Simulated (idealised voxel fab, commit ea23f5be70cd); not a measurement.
process module | voxel air gaps
cross-section cut | 165 nm wide | cells 5 nm
A cross-section is a grid of square cells, given in bands from the top down. A band is one or more rows of cells.
Each band's line starts with the height of the band's top and of its bottom, in nm. Then come its materials from left to right, each with its width in nm. One material with "throughout" fills the band from edge to edge. "air" is empty space.
Height 0 is the level under which the wafer as received is all one material. The lowest band goes on downwards, as in "0 down".
A width such as "30 to 40" changes by the same amount from each row of cells to the next, from the band's top row to its bottom row.
"no change" after a step means that no cell of the cross-section changed.
closed voids: empty space of 8 cells or more with no open way to the top, each as width x height at its distance from the left edge, in nm
after a step's settings: what the simulator itself notes on the step
overlay nm, on a step with a mask: how far to the right of its planned place the mask lay; to the left if negative
plan
1 op RECEIVE | material Si
2 op CONFORMAL_DEP | material SiO2 | thk nm 15
3 op CONFORMAL_DEP | material SiN | thk nm 5
4 op DIRECTIONAL_DEP | material SiO2 | thk nm 40
5 op PATTERN | tone open | mask id LINES | material resist | width nm 15 | pitch nm 40 | thk nm 15 | overlay nm 0
6 op DIRECTIONAL_ETCH | etch materials SiO2 | depth nm 40
7 op STRIP | etch materials resist
8 op CONFORMAL_DEP | material TiN | thk nm 5
9 op FILL_DEP | material W | thk nm 10
10 op CMP | height nm 60
11 op EPI | material Ru | thk nm 10
12 op SELECTIVE_ETCH | etch materials SiO2 | depth nm 50
13 op CONFORMAL_DEP | material SiCN | thk nm 5
first wafer, as planned
as received, after step 1
  0 down: Si throughout
  closed voids: none
after step 2
  15 to 0: SiO2 throughout
  below 0: unchanged
after step 3
  20 to 15: SiN throughout
  below 15: unchanged
after step 4
  60 to 20: SiO2 throughout
  below 20: unchanged
after step 5
  75 to 60: resist 35 | air 15 | resist 25 | air 15 | resist 25 | air 15 | resist 35
  below 60: unchanged
after step 6
  75 to 60: resist 35 | air 15 | resist 25 | air 15 | resist 25 | air 15 | resist 35
  60 to 20: SiO2 35 | air 15 | SiO2 25 | air 15 | SiO2 25 | air 15 | SiO2 35
  below 20: unchanged
after step 7
  60 to 20: SiO2 35 | air 15 | SiO2 25 | air 15 | SiO2 25 | air 15 | SiO2 35
  below 20: unchanged
after step 8
  65 to 60: TiN 40 | air 5 | TiN 35 | air 5 | TiN 35 | air 5 | TiN 40
  60 to 25: SiO2 35 | TiN 5 | air 5 | TiN 5 | SiO2 25 | TiN 5 | air 5 | TiN 5 | SiO2 25 | TiN 5 | air 5 | TiN 5 | SiO2 35
  25 to 20: SiO2 35 | TiN 15 | SiO2 25 | TiN 15 | SiO2 25 | TiN 15 | SiO2 35
  below 20: unchanged
after step 9
  75 to 65: W throughout
  65 to 60: TiN 40 | W 5 | TiN 35 | W 5 | TiN 35 | W 5 | TiN 40
  60 to 25: SiO2 35 | TiN 5 | W 5 | TiN 5 | SiO2 25 | TiN 5 | W 5 | TiN 5 | SiO2 25 | TiN 5 | W 5 | TiN 5 | SiO2 35
  below 25: unchanged
after step 10
  60 to 25: SiO2 35 | TiN 5 | W 5 | TiN 5 | SiO2 25 | TiN 5 | W 5 | TiN 5 | SiO2 25 | TiN 5 | W 5 | TiN 5 | SiO2 35
  below 25: unchanged
after step 11
  70 to 60: air 25 | Ru 35 | air 5 | Ru 35 | air 5 | Ru 35 | air 25
  below 60: unchanged
after step 12
  70 to 60: air 25 | Ru 35 | air 5 | Ru 35 | air 5 | Ru 35 | air 25
  60 to 25: air 35 | TiN 5 | W 5 | TiN 5 | air 25 | TiN 5 | W 5 | TiN 5 | air 25 | TiN 5 | W 5 | TiN 5 | air 35
  25 to 20: air 35 | TiN 15 | air 25 | TiN 15 | air 25 | TiN 15 | air 35
  below 20: unchanged
after step 13
  75 to 70: air 20 | SiCN 125 | air 20
  70 to 60: air 20 | SiCN 5 | Ru 35 | SiCN 5 | Ru 35 | SiCN 5 | Ru 35 | SiCN 5 | air 20
  60 to 55: air 20 | SiCN 15 | TiN 5 | W 5 | TiN 5 | SiCN 25 | TiN 5 | W 5 | TiN 5 | SiCN 25 | TiN 5 | W 5 | TiN 5 | SiCN 15 | air 20
  55 to 25: air 30 | SiCN 5 | TiN 5 | W 5 | TiN 5 | SiCN 5 | air 15 | SiCN 5 | TiN 5 | W 5 | TiN 5 | SiCN 5 | air 15 | SiCN 5 | TiN 5 | W 5 | TiN 5 | SiCN 5 | air 30
  25 to 20: SiCN 35 | TiN 15 | SiCN 25 | TiN 15 | SiCN 25 | TiN 15 | SiCN 35
  below 20: unchanged
  closed voids: 15 x 30 at 55; 15 x 30 at 95
second wafer: like start, like plan, one mistake. Through step 2 it matches the first wafer
when step 3 should have ended
  30 to 15: SiN throughout
  below 15: unchanged
when step 4 should have ended
  70 to 30: SiO2 throughout
  below 30: unchanged
when step 5 should have ended
  85 to 70: resist 35 | air 15 | resist 25 | air 15 | resist 25 | air 15 | resist 35
  below 70: unchanged
when step 6 should have ended
  85 to 70: resist 35 | air 15 | resist 25 | air 15 | resist 25 | air 15 | resist 35
  70 to 30: SiO2 35 | air 15 | SiO2 25 | air 15 | SiO2 25 | air 15 | SiO2 35
  below 30: unchanged
when step 7 should have ended
  70 to 30: SiO2 35 | air 15 | SiO2 25 | air 15 | SiO2 25 | air 15 | SiO2 35
  below 30: unchanged
when step 8 should have ended
  75 to 70: TiN 40 | air 5 | TiN 35 | air 5 | TiN 35 | air 5 | TiN 40
  70 to 35: SiO2 35 | TiN 5 | air 5 | TiN 5 | SiO2 25 | TiN 5 | air 5 | TiN 5 | SiO2 25 | TiN 5 | air 5 | TiN 5 | SiO2 35
  35 to 30: SiO2 35 | TiN 15 | SiO2 25 | TiN 15 | SiO2 25 | TiN 15 | SiO2 35
  below 30: unchanged
when step 9 should have ended
  85 to 75: W throughout
  75 to 70: TiN 40 | W 5 | TiN 35 | W 5 | TiN 35 | W 5 | TiN 40
  70 to 35: SiO2 35 | TiN 5 | W 5 | TiN 5 | SiO2 25 | TiN 5 | W 5 | TiN 5 | SiO2 25 | TiN 5 | W 5 | TiN 5 | SiO2 35
  below 35: unchanged
when step 10 should have ended
  60 to 35: SiO2 35 | TiN 5 | W 5 | TiN 5 | SiO2 25 | TiN 5 | W 5 | TiN 5 | SiO2 25 | TiN 5 | W 5 | TiN 5 | SiO2 35
  below 35: unchanged
when step 11 should have ended
  70 to 60: air 25 | Ru 35 | air 5 | Ru 35 | air 5 | Ru 35 | air 25
  below 60: unchanged
when step 12 should have ended
  70 to 60: air 25 | Ru 35 | air 5 | Ru 35 | air 5 | Ru 35 | air 25
  60 to 35: air 35 | TiN 5 | W 5 | TiN 5 | air 25 | TiN 5 | W 5 | TiN 5 | air 25 | TiN 5 | W 5 | TiN 5 | air 35
  35 to 30: air 35 | TiN 15 | air 25 | TiN 15 | air 25 | TiN 15 | air 35
  below 30: unchanged
when step 13 should have ended
  75 to 70: air 20 | SiCN 125 | air 20
  70 to 60: air 20 | SiCN 5 | Ru 35 | SiCN 5 | Ru 35 | SiCN 5 | Ru 35 | SiCN 5 | air 20
  60 to 55: air 20 | SiCN 15 | TiN 5 | W 5 | TiN 5 | SiCN 25 | TiN 5 | W 5 | TiN 5 | SiCN 25 | TiN 5 | W 5 | TiN 5 | SiCN 15 | air 20
  55 to 35: air 30 | SiCN 5 | TiN 5 | W 5 | TiN 5 | SiCN 5 | air 15 | SiCN 5 | TiN 5 | W 5 | TiN 5 | SiCN 5 | air 15 | SiCN 5 | TiN 5 | W 5 | TiN 5 | SiCN 5 | air 30
  35 to 30: SiCN 35 | TiN 15 | SiCN 25 | TiN 15 | SiCN 25 | TiN 15 | SiCN 35
  below 30: unchanged
  closed voids: 15 x 20 at 55; 15 x 20 at 95
what went wrong: step 3 ran as: op CONFORMAL_DEP | material SiN | thk nm 15
at the end the second wafer has, in cells: 12 fewer of SiCN | 66 more of SiN | 12 fewer of TiN | 6 fewer of W
